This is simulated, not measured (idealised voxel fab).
You're looking at the process module voxel wiring stack.
270 nm wide, 5 nm square cells: that's cross-section cut.
In this document a cross-section is written as a grid of square cells. It is given as a series of bands, listed from the top down, and a band is one or more rows of cells. A band entry consists of two parts. The first gives the height of the band's top and the height of its bottom, in nm. The rest lists the band's materials from left to right, each with its width in nm. A single material labelled with the word "throughout" fills the band from edge to edge, and the word "blank" marks empty space. Ref level 0: as-received wafer is one material below here. Bottom band extends down with no lower bound ("from 0 down"). The two numbers in a width such as "30..40" mark its ends across the band: the first belongs to the top row of cells, the second to the bottom row, and from each row to the next the width moves by the same amount. Reading "no change" for a step: not a cell of the cross-section changed in it. "Completely enclosed voids": empty spaces of 8 cells or more with no open way to the top, each given as width x height at distance, distance from the left edge, all in nm. Heads up: the bit after the settings on a step's line is the simulator's remark on that step. overlay nm, on a step with a mask: how far to the right of its planned place the mask lay; to the left if negative.
**Set out below are the planned steps of the process**
1: RECEIVE: material Si
2: CONFORMAL_DEP: material SiO2, thk nm 10
3: DIRECTIONAL_DEP: material TiN, thk nm 5
4: DIRECTIONAL_DEP: material W, thk nm 20
5: MASKED_ETCH: tone cover, mask id METAL_1, width nm 25, pitch nm 55, etch materials W, depth nm 20, overlay nm 0
6: MASKED_ETCH: tone cover, mask id METAL_1, width nm 25, pitch nm 55, etch materials TiN, depth nm 5, overlay nm 0
7: CONFORMAL_DEP: material SiCN, thk nm 5
8: FILL_DEP: material SiO2, thk nm 5
9: CMP: height nm 35
10: CONFORMAL_DEP: material SiCN, thk nm 5
11: DIRECTIONAL_DEP: material lowk, thk nm 15
12: DIRECTIONAL_DEP: material aC, thk nm 15
13: PATTERN: tone open, mask id PLUG_1, material resist, width nm 15, pitch nm 55, thk nm 30, overlay nm 0
14: DIRECTIONAL_ETCH: etch materials aC, depth nm 15
15: STRIP: etch materials resist
16: DIRECTIONAL_ETCH: etch materials lowk, depth nm 15
17: DIRECTIONAL_ETCH: etch materials SiCN, depth nm 5
18: STRIP: etch materials aC
19: CONFORMAL_DEP: material TiN, thk nm 5
20: FILL_DEP: material Cu, thk nm 10
21: CMP: height nm 55
22: DIRECTIONAL_DEP: material TiN, thk nm 5
23: DIRECTIONAL_DEP: material Ru, thk nm 20
24: DIRECTIONAL_DEP: material aC, thk nm 15
25: PATTERN: tone cover, mask id METAL_2, material resist, width nm 25, pitch nm 55, thk nm 35, overlay nm 0
26: DIRECTIONAL_ETCH: etch materials aC, depth nm 15
27: STRIP: etch materials resist
28: DIRECTIONAL_ETCH: etch materials Ru, depth nm 20
29: DIRECTIONAL_ETCH: etch materials TiN, depth nm 5
30: STRIP: etch materials aC
31: FILL_DEP: material SiO2, thk nm 5
32: CMP: height nm 80
33: CONFORMAL_DEP: material SiCN, thk nm 5
34: DIRECTIONAL_DEP: material lowk, thk nm 30
35: PATTERN: tone open, mask id METAL_3, material resist, width nm 25, pitch nm 55, thk nm 20, overlay nm 0
36: DIRECTIONAL_ETCH: etch materials lowk, depth nm 15
37: STRIP: etch materials resist
38: DIRECTIONAL_DEP: material aC, thk nm 15
39: PATTERN: tone open, mask id METAL_3_HOLES, material resist, width nm 15, thk nm 35, overlay nm 0
40: DIRECTIONAL_ETCH: etch materials aC, depth nm 15
41: STRIP: etch materials resist
42: DIRECTIONAL_ETCH: etch materials lowk, depth nm 15
43: DIRECTIONAL_ETCH: etch materials SiCN, depth nm 5
44: STRIP: etch materials aC
45: CONFORMAL_DEP: material TiN, thk nm 5
46: FILL_DEP: material Cu, thk nm 10
47: CMP: height nm 115
48: CONFORMAL_DEP: material SiN, thk nm 5
For this document, wafers share an identical start and vary in the step 33 thk nm; the plan quotes the first wafer's value.
**So this is the first of several wafers, cross-sectioned as it came to us, meaning it's at the end of step 1**
* from 0 down | Si throughout
* Completely enclosed voids: none
**What follows is a table in which each wafer occupies a row; for the wafer as it stands at the close of the module, the row states, material by material, how many cells have been gained (+) or lost (-) since receipt, and then gives its closed voids**
thk nm 5; +22 Cu; +40 Ru; +159 SiCN; +54 SiN; +488 SiO2; +64 TiN; +40 W; +429 lowk; Completely enclosed voids: none
thk nm 10; +16 Cu; +40 Ru; +213 SiCN; +54 SiN; +488 SiO2; +60 TiN; +40 W; +385 lowk; Completely enclosed voids: none
thk nm 15; +10 Cu; +40 Ru; +267 SiCN; +54 SiN; +488 SiO2; +56 TiN; +40 W; +341 lowk; Completely enclosed voids: none
thk nm 20; +9 Cu; +40 Ru; +321 SiCN; +54 SiN; +488 SiO2; +47 TiN; +40 W; +297 lowk; Completely enclosed voids: none
